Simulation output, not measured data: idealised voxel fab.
Process module name: voxel wiring stack
Xsec cut, 285 nm wide, square cell size 5 nm.
Square cells in a grid make up a cross-section in this document, and the grid is given as bands, listed from the top down, each one or more rows of cells.
Band: top height; bottom height; in nm. Then, left to right: material with width in nm, for each material. "throughout": a single material spanning edge to edge. "empty": empty space.
Zero point of the height axis is 0; under it, received wafer = one material. Lowest band: continues down indefinitely, "top 0, no bottom".
The two numbers in a width such as "30..40" mark its ends across the band: the first belongs to the top row of cells, the second to the bottom row, and from each row to the next the width moves by the same amount.
Given "no alteration" for a step, no cell of the cross-section differs between before and after that step.
Reported under the label "Closed cavities" are the empty spaces having no open way to the top and comprising 8 cells or more; the notation for each is width x height at distance, in which the distance is measured from the left edge and all three values are in nm.
Note: text after step settings on the step line = simulator remark on that step.
Among the settings permitted on a step's line is "overlay nm"; applied to a step with a mask, it specifies the extent to which the mask lay to the right of its planned position, whereas a negative figure signifies a position to the left.

-- The following list gives the planned process steps
1 op RECEIVE | material Si
2 op CONFORMAL_DEP | material SiO2 | thk nm 10
3 op CONFORMAL_DEP | material SiN | thk nm 5
4 op DIRECTIONAL_DEP | material lowk | thk nm 25
5 op MASKED_ETCH | tone open | mask id METAL_1 | width nm 25 | pitch nm 55 | etch materials lowk | depth nm 25 | overlay nm 0
6 op MASKED_ETCH | tone open | mask id METAL_1 | width nm 25 | pitch nm 55 | etch materials SiN | depth nm 5 | overlay nm 0
7 op CONFORMAL_DEP | material TiN | thk nm 5
8 op FILL_DEP | material Cu | thk nm 5
9 op CMP | height nm 40
10 op CONFORMAL_DEP | material SiCN | thk nm 5
11 op DIRECTIONAL_DEP | material SiO2 | thk nm 25
12 op DIRECTIONAL_DEP | material aC | thk nm 10
13 op PATTERN | tone open | mask id METAL_2_HOLES | material resist | width nm 15 | thk nm 30 | overlay nm 0
14 op DIRECTIONAL_ETCH | etch materials aC | depth nm 10
15 op STRIP | etch materials resist
16 op DIRECTIONAL_ETCH | etch materials SiO2 | depth nm 25
17 op STRIP | etch materials aC
18 op MASKED_ETCH | tone open | mask id METAL_2 | width nm 15 | pitch nm 55 | etch materials SiO2 | depth nm 15 | overlay nm 0
19 op MASKED_ETCH | tone open | mask id METAL_2 | width nm 25 | pitch nm 55 | etch materials SiCN | depth nm 5 | overlay nm 0
20 op CONFORMAL_DEP | material TiN | thk nm 5
21 op FILL_DEP | material Cu | thk nm 5
22 op CMP | height nm 70
23 op CONFORMAL_DEP | material SiCN | thk nm 5
24 op DIRECTIONAL_DEP | material SiO2 | thk nm 30
25 op MASKED_ETCH | tone open | mask id METAL_3 | width nm 25 | pitch nm 55 | etch materials SiO2 | depth nm 20 | overlay nm 0
26 op DIRECTIONAL_DEP | material aC | thk nm 10
27 op PATTERN | tone open | mask id METAL_3_HOLES | material resist | width nm 15 | pitch nm 55 | thk nm 25 | overlay nm 0
28 op DIRECTIONAL_ETCH | etch materials aC | depth nm 10
29 op STRIP | etch materials resist
30 op DIRECTIONAL_ETCH | etch materials SiO2 | depth nm 10
31 op DIRECTIONAL_ETCH | etch materials SiCN | depth nm 5
32 op STRIP | etch materials aC
33 op CONFORMAL_DEP | material TiN | thk nm 5
34 op FILL_DEP | material Cu | thk nm 5
35 op CMP | height nm 105
36 op CONFORMAL_DEP | material SiCN | thk nm 5
37 op DIRECTIONAL_DEP | material SiO2 | thk nm 25
38 op PATTERN | tone open | mask id METAL_4_HOLES | material resist | width nm 15 | pitch nm 55 | thk nm 20 | overlay nm 0
39 op DIRECTIONAL_ETCH | etch materials SiO2 | depth nm 25
40 op STRIP | etch materials resist
41 op PATTERN | tone open | mask id METAL_4 | material resist | width nm 25 | pitch nm 55 | thk nm 20 | overlay nm 0
42 op DIRECTIONAL_ETCH | etch materials SiO2 | depth nm 15
43 op DIRECTIONAL_ETCH | etch materials SiCN | depth nm 5
44 op STRIP | etch materials resist
45 op CONFORMAL_DEP | material TiN | thk nm 5
46 op FILL_DEP | material Cu | thk nm 10
47 op CMP | height nm 135
48 op CONFORMAL_DEP | material SiN | thk nm 5
Split variable: width nm, step 18. Plan value = first wafer. Wafers start alike.

-- So this is the first of several wafers, cross-sectioned as it came to us, meaning it's at the end of step 1
    top 0, no bottom | Si throughout
    Closed cavities: none

-- Note: the following table is arranged by wafer, a row apiece. Each row reports the end-of-module state: per material, cells gained (+) or cells lost (-) compared with the wafer as received; closed voids follow
width nm 15; +81 Cu; +156 SiCN; +104 SiN; +905 SiO2; +115 TiN; +235 lowk; Closed cavities: none
width nm 20; +85 Cu; +156 SiCN; +104 SiN; +899 SiO2; +117 TiN; +235 lowk; Closed cavities: none
width nm 25; +87 Cu; +156 SiCN; +104 SiN; +896 SiO2; +118 TiN; +235 lowk; Closed cavities: none
width nm 30; +91 Cu; +156 SiCN; +104 SiN; +890 SiO2; +120 TiN; +235 lowk; Closed cavities: none
width nm 35; +95 Cu; +156 SiCN; +104 SiN; +884 SiO2; +122 TiN; +235 lowk; Closed cavities: none
width nm 40; +99 Cu; +156 SiCN; +104 SiN; +878 SiO2; +124 TiN; +235 lowk; Closed cavities: none
